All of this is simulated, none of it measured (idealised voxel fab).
Proc. module: voxel self aligned contacts
Section shown: cut. Width: 240 nm. Cell size: 5 nm, square.
Cross-section format: a grid of square cells, given as bands from top to bottom; each band is one or more rows of cells. Within each band entry, the heights of the top and of the bottom of the band appear first, in that order and in nm; the materials of the band then follow from left to right, each with its corresponding width in nm. The designation "everywhere" on a single material indicates that it fills the band from edge to edge; the designation "blank" indicates empty space. Height reference: 0 = level under which incoming wafer is all one material. Lowest band: no bottom, runs on downward, e.g. "z 0 and below". The two numbers in a width such as "30->40" mark its ends across the band: the first belongs to the top row of cells, the second to the bottom row, and from each row to the next the width moves by the same amount. A step reported as "remained the same" is a step in which no cell of the cross-section changed. Reported under the label "closed voids" are the empty spaces having no open way to the top and comprising 8 cells or more; the notation for each is width x height at distance, in which the distance is measured from the left edge and all three values are in nm. If you see something after the settings on a step's line, that's the simulator's own remark about that step. overlay nm: on a step with a mask, how far right of its planned place the mask lay; negative means left.
# Process steps (planned)
step 1: RECEIVE: material Si
step 2: OXIDIZE: depth nm 5
step 3: DIRECTIONAL_DEP: material polySi, thk nm 30
step 4: DIRECTIONAL_DEP: material SiN, thk nm 20
step 5: DIRECTIONAL_DEP: material aC, thk nm 10
step 6: PATTERN: tone cover, mask id GATE, material resist, width nm 25, pitch nm 65, thk nm 30, overlay nm 0
step 7: DIRECTIONAL_ETCH: etch materials aC, depth nm 10
step 8: STRIP: etch materials resist
step 9: DIRECTIONAL_ETCH: etch materials SiN, depth nm 20
step 10: DIRECTIONAL_ETCH: etch materials polySi, depth nm 30
step 11: STRIP: etch materials aC
step 12: CONFORMAL_DEP: material SiN, thk nm 10
step 13: DIRECTIONAL_ETCH: etch materials SiN, depth nm 10
step 14: FILL_DEP: material SiO2, thk nm 15
step 15: CMP: height nm 60
step 16: DIRECTIONAL_DEP: material aC, thk nm 10
step 17: PATTERN: tone open, mask id CONTACT, material resist, width nm 50, thk nm 25, overlay nm 0
step 18: DIRECTIONAL_ETCH: etch materials aC, depth nm 10
step 19: STRIP: etch materials resist
step 20: DIRECTIONAL_ETCH: etch materials SiO2, depth nm 65
step 21: STRIP: etch materials aC
step 22: CONFORMAL_DEP: material TiN, thk nm 5
step 23: FILL_DEP: material W, thk nm 5
step 24: CMP: height nm 60
step 25: CONFORMAL_DEP: material SiN, thk nm 5
# As-received state of the wafer in cross-section, equivalent to post-step 1
> z 0 and below | Si everywhere
> closed voids: none
# End-of-module XS, first of two wafers, run as planned
> z 65 to 60 | SiN everywhere
> z 60 to 50 | SiO2=95, TiN=5->20, W=40->10, TiN=5->20, SiO2=95
> z 50 to 30 | SiO2=65, SiN=45, TiN=5, W=10, TiN=5, SiN=45, SiO2=65
> z 30 to 0 | SiO2=65, SiN=10, polySi=25, SiN=10, TiN=5, W=10, TiN=5, SiN=10, polySi=25, SiN=10, SiO2=65
> z 0 to -5 | SiO2=110, TiN=20, SiO2=110
> z -5 and below | Si everywhere
> closed voids: none
# Module end: cross-section of wafer two of two. Same start and process plan as the first wafer. One mistake during execution
> z 65 to 60 | SiN everywhere
> z 60 to 50 | SiO2=95, TiN=5, W=40, TiN=5, SiO2=95
> z 50 to 45 | SiO2=95, TiN=15, W=20, TiN=15, SiO2=95
> z 45 to 30 | SiO2=70, SiN=35, TiN=5, W=20, TiN=5, SiN=35, SiO2=70
> z 30 to 0 | SiO2=70, SiN=5, polySi=25, SiN=5, TiN=5, W=20, TiN=5, SiN=5, polySi=25, SiN=5, SiO2=70
> z 0 to -5 | SiO2=105, TiN=30, SiO2=105
> z -5 and below | Si everywhere
> closed voids: none
Here's what went sideways: step 12 was processed under conditions differing from the plan, specifically as CONFORMAL_DEP: material SiN, thk nm 5
Wrapping up, a cell-based count of both wafers puts the second over or under the first for these materials: -54 SiN, +28 SiO2, +26 W
